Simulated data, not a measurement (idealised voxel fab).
process module | voxel fin reveal
cross-section cut | 200 nm wide | cells 5 nm
A cross-section is a grid of square cells, given in bands from the top down. A band is one or more rows of cells.
Each band's line starts with the height of the band's top and of its bottom, in nm. Then come its materials from left to right, each with its width in nm. One material with "throughout" fills the band from edge to edge. "air" is empty space.
Height 0 is the level under which the wafer as received is all one material. The lowest band goes on downwards, as in "0 down".
A width such as "30 to 40" changes by the same amount from each row of cells to the next, from the band's top row to its bottom row.
"no change" after a step means that no cell of the cross-section changed.
closed voids: empty space of 8 cells or more with no open way to the top, each as width x height at its distance from the left edge, in nm
after a step's settings: what the simulator itself notes on the step
overlay nm, on a step with a mask: how far to the right of its planned place the mask lay; to the left if negative
plan
1 op RECEIVE | material Si
2 op CONFORMAL_DEP | material SiN | thk nm 10
3 op MASKED_ETCH | tone cover | mask id FINS | width nm 15 | pitch nm 45 | etch materials SiN | depth nm 10 | overlay nm 0
4 op MASKED_ETCH | tone cover | mask id FINS | width nm 15 | pitch nm 45 | etch materials Si | depth nm 40 | overlay nm 0
5 op OXIDIZE | depth nm 5
6 op FILL_DEP | material SiO2 | thk nm 10
7 op CMP | height nm 10
8 op SELECTIVE_ETCH | etch materials SiO2 | depth nm 40
9 op STRIP | etch materials SiN
varied across the wafers: width nm of step 3. The plan shows the first wafer's value. All wafers start alike
first wafer as received, after step 1
  0 down: Si throughout
  closed voids: none
each wafer at the end: cells of each material gained (+) or lost (-) since it was received, then its closed voids
width nm 15 | -342 Si | +114 SiO2 | closed voids: none
width nm 20 | -324 Si | +108 SiO2 | closed voids: none
width nm 25 | -306 Si | +102 SiO2 | closed voids: none
width nm 30 | -288 Si | +96 SiO2 | closed voids: none
